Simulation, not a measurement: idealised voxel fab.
process module | voxel gate over fins
cross-section cut | 290 nm wide | cells 5 nm
A cross-section is a grid of square cells, given in bands from the top down. A band is one or more rows of cells.
Each band's line starts with the height of the band's top and of its bottom, in nm. Then come its materials from left to right, each with its width in nm. One material with "throughout" fills the band from edge to edge. "air" is empty space.
Height 0 is the level under which the wafer as received is all one material. The lowest band goes on downwards, as in "0 down".
A width such as "30 to 40" changes by the same amount from each row of cells to the next, from the band's top row to its bottom row.
"no change" after a step means that no cell of the cross-section changed.
closed voids: empty space of 8 cells or more with no open way to the top, each as width x height at its distance from the left edge, in nm
after a step's settings: what the simulator itself notes on the step
overlay nm, on a step with a mask: how far to the right of its planned place the mask lay; to the left if negative
plan
1 op RECEIVE | material Si
2 op CONFORMAL_DEP | material SiN | thk nm 5
3 op DIRECTIONAL_DEP | material aC | thk nm 15
4 op PATTERN | tone cover | mask id FINS | material resist | width nm 15 | pitch nm 60 | thk nm 35 | overlay nm 0
5 op DIRECTIONAL_ETCH | etch materials aC | depth nm 15
6 op STRIP | etch materials resist
7 op DIRECTIONAL_ETCH | etch materials SiN | depth nm 5
8 op DIRECTIONAL_ETCH | etch materials Si | depth nm 40
9 op STRIP | etch materials aC
10 op FILL_DEP | material SiO2 | thk nm 15
11 op CMP | height nm 5
12 op PATTERN | tone open | mask id RAIL | material resist | width nm 15 | thk nm 15 | overlay nm 0
13 op DIRECTIONAL_ETCH | etch materials SiO2 | depth nm 40
14 op STRIP | etch materials resist
15 op CONFORMAL_DEP | material TiN | thk nm 5
16 op FILL_DEP | material W | thk nm 5
17 op CMP | height nm 5
18 op SELECTIVE_ETCH | etch materials W Ru TiN | depth nm 20
19 op FILL_DEP | material SiO2 | thk nm 5
20 op CMP | height nm 5
21 op SELECTIVE_ETCH | etch materials SiO2 | depth nm 15
22 op STRIP | etch materials SiN
23 op CONFORMAL_DEP | material HfO2 | thk nm 5
24 op CONFORMAL_DEP | material TiN | thk nm 5
25 op FILL_DEP | material W | thk nm 15
26 op CMP | height nm 20
27 op CONFORMAL_DEP | material SiCN | thk nm 10
as received, after step 1
  0 down: Si throughout
  closed voids: none
first wafer at the end, as planned
  30 to 20: SiCN throughout
  20 to 10: W throughout
  10 to 5: W 35 | TiN 35 | W 25 | TiN 35 | W 25 | TiN 35 | W 25 | TiN 35 | W 40
  5 to 0: W 35 | TiN 5 | HfO2 25 | TiN 5 | W 25 | TiN 5 | HfO2 25 | TiN 5 | W 25 | TiN 5 | HfO2 25 | TiN 5 | W 25 | TiN 5 | HfO2 25 | TiN 5 | W 40
  0 to -5: TiN 40 | HfO2 5 | Si 15 | HfO2 5 | TiN 35 | HfO2 5 | Si 15 | HfO2 5 | TiN 35 | HfO2 5 | Si 15 | HfO2 5 | TiN 35 | HfO2 5 | Si 15 | HfO2 5 | TiN 45
  -5 to -10: HfO2 45 | Si 15 | HfO2 45 | Si 15 | HfO2 45 | Si 15 | HfO2 45 | Si 15 | HfO2 50
  -10 to -15: SiO2 45 | Si 15 | SiO2 45 | Si 15 | SiO2 45 | Si 15 | SiO2 45 | Si 15 | SiO2 50
  -15 to -30: SiO2 45 | Si 15 | SiO2 15 | TiN 5 | W 5 | TiN 5 | SiO2 15 | Si 15 | SiO2 45 | Si 15 | SiO2 45 | Si 15 | SiO2 50
  -30 to -35: SiO2 45 | Si 15 | SiO2 15 | TiN 15 | SiO2 15 | Si 15 | SiO2 45 | Si 15 | SiO2 45 | Si 15 | SiO2 50
  -35 to -40: SiO2 45 | Si 15 | SiO2 45 | Si 15 | SiO2 45 | Si 15 | SiO2 45 | Si 15 | SiO2 50
  -40 down: Si throughout
  closed voids: none
second wafer at the end: like start, like plan, one mistake
  30 to 20: SiCN throughout
  20 to 10: W throughout
  10 to 5: W 35 | TiN 35 | W 25 | TiN 35 | W 25 | TiN 35 | W 25 | TiN 35 | W 40
  5 to 0: W 35 | TiN 5 | HfO2 25 | TiN 5 | W 25 | TiN 5 | HfO2 25 | TiN 5 | W 25 | TiN 5 | HfO2 25 | TiN 5 | W 25 | TiN 5 | HfO2 25 | TiN 5 | W 40
  0 to -5: TiN 40 | HfO2 5 | Si 15 | HfO2 5 | TiN 35 | HfO2 5 | Si 15 | HfO2 5 | TiN 35 | HfO2 5 | Si 15 | HfO2 5 | TiN 35 | HfO2 5 | Si 15 | HfO2 5 | TiN 45
  -5 to -10: HfO2 45 | Si 15 | HfO2 45 | Si 15 | HfO2 45 | Si 15 | HfO2 45 | Si 15 | HfO2 50
  -10 to -15: SiO2 45 | Si 15 | SiO2 45 | Si 15 | SiO2 45 | Si 15 | SiO2 45 | Si 15 | SiO2 50
  -15 to -30: SiO2 45 | Si 15 | SiO2 15 | TiN 5 | W 5 | TiN 5 | SiO2 15 | Si 15 | SiO2 45 | Si 15 | SiO2 45 | Si 15 | SiO2 50
  -30 to -35: SiO2 45 | Si 15 | SiO2 15 | TiN 15 | SiO2 15 | Si 15 | SiO2 45 | Si 15 | SiO2 45 | Si 15 | SiO2 50
  -35 to -80: SiO2 45 | Si 15 | SiO2 45 | Si 15 | SiO2 45 | Si 15 | SiO2 45 | Si 15 | SiO2 50
  -80 down: Si throughout
  closed voids: none
what went wrong: step 8 was run twice
at the end the second wafer has, in cells: 368 fewer of Si | 368 more of SiO2
